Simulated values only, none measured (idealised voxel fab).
This is a process module. Its name is voxel gate over fins.
Each square cell in cross-section cut measures 5 nm, and the section as a whole is 225 nm wide.
If you're reading a cross-section in this doc, picture square cells in a grid; it comes to you as bands, top ones listed first down to the bottom, and a band can be one or more rows of cells. Band entry format. Leading values: height of top, height of bottom, nm. Remainder: materials in left-to-right order, each with its width in nm. Special words: "all across" on a single material, which then fills the band edge to edge; "air", empty space. Counting heights begins at 0, where everything beneath is, in the wafer as received, one material. The lowest band has no bottom; it goes on downwards, as "from 0 down" shows. Graded width ("30 to 40"): value in top row of band = first number; value in bottom row = second number; row-to-row change constant. "remains unaltered", as given for a step, is the statement that not any cell of the cross-section underwent a change during that step. For the entry "Listed closed voids", the listed items are empty spaces with no open way to the top whose size is 8 cells or more; each item follows the pattern width x height at distance, where distance is from the left edge and all three are in nm. On each step's line, the part that comes after the settings is the simulator's own comment on the step. "overlay nm" denotes, for a step that has a mask, the displacement of the mask to the right of its planned place, with negative values corresponding to the left.

### plan
1. RECEIVE | material Si
2. CONFORMAL_DEP | material SiN | thk nm 10
3. DIRECTIONAL_DEP | material aC | thk nm 15
4. PATTERN | tone cover | mask id FINS | material resist | width nm 15 | pitch nm 55 | thk nm 35 | overlay nm 0
5. DIRECTIONAL_ETCH | etch materials aC | depth nm 15
6. STRIP | etch materials resist
7. DIRECTIONAL_ETCH | etch materials SiN | depth nm 10
8. DIRECTIONAL_ETCH | etch materials Si | depth nm 40
9. STRIP | etch materials aC
10. OXIDIZE | depth nm 5
11. FILL_DEP | material SiO2 | thk nm 5
12. CMP | height nm 10
13. DIRECTIONAL_DEP | material aC | thk nm 10
14. PATTERN | tone open | mask id RAIL | material resist | width nm 15 | thk nm 30 | overlay nm -15
15. DIRECTIONAL_ETCH | etch materials aC | depth nm 10
16. STRIP | etch materials resist
17. DIRECTIONAL_ETCH | etch materials SiO2 | depth nm 45
18. STRIP | etch materials aC
19. CONFORMAL_DEP | material TiN | thk nm 5
20. FILL_DEP | material Ru | thk nm 10
21. CMP | height nm 10
22. SELECTIVE_ETCH | etch materials W Ru TiN | depth nm 30
23. FILL_DEP | material SiO2 | thk nm 5
24. CMP | height nm 10
25. SELECTIVE_ETCH | etch materials SiO2 | depth nm 25
26. STRIP | etch materials SiN
27. CONFORMAL_DEP | material HfO2 | thk nm 5
28. CONFORMAL_DEP | material TiN | thk nm 5
29. CONFORMAL_DEP | material TiAl | thk nm 5
30. CONFORMAL_DEP | material TiN | thk nm 5
31. FILL_DEP | material W | thk nm 10
32. CMP | height nm 25
33. CONFORMAL_DEP | material SiCN | thk nm 10
The wafers in this document start out alike and differ in the overlay nm applied at step 14; the plan shows the value used for the first wafer.

### Cut through the first of several wafers as received, post step 1
  from 0 down: Si all across
  Listed closed voids: none

### Heads up, this table goes wafer by wafer. A row tells you, at the end of the module, how many cells of each material that wafer has put on (+) or dropped (-) since it was received, and then its closed voids
overlay nm -15; +57 HfO2; -387 Si; +90 SiCN; +252 SiO2; +57 TiAl; +120 TiN; +126 W; Listed closed voids: none
overlay nm -10; +57 HfO2; +2 Ru; -387 Si; +90 SiCN; +249 SiO2; +57 TiAl; +121 TiN; +126 W; Listed closed voids: none
overlay nm -5; +57 HfO2; +2 Ru; -387 Si; +90 SiCN; +249 SiO2; +57 TiAl; +121 TiN; +126 W; Listed closed voids: none
overlay nm 0; +57 HfO2; +2 Ru; -387 Si; +90 SiCN; +249 SiO2; +57 TiAl; +121 TiN; +126 W; Listed closed voids: none
overlay nm 5; +57 HfO2; +2 Ru; -387 Si; +90 SiCN; +249 SiO2; +57 TiAl; +121 TiN; +126 W; Listed closed voids: none
overlay nm 10; +57 HfO2; +2 Ru; -387 Si; +90 SiCN; +249 SiO2; +57 TiAl; +121 TiN; +126 W; Listed closed voids: none
overlay nm 15; +57 HfO2; +2 Ru; -387 Si; +90 SiCN; +249 SiO2; +57 TiAl; +121 TiN; +126 W; Listed closed voids: none
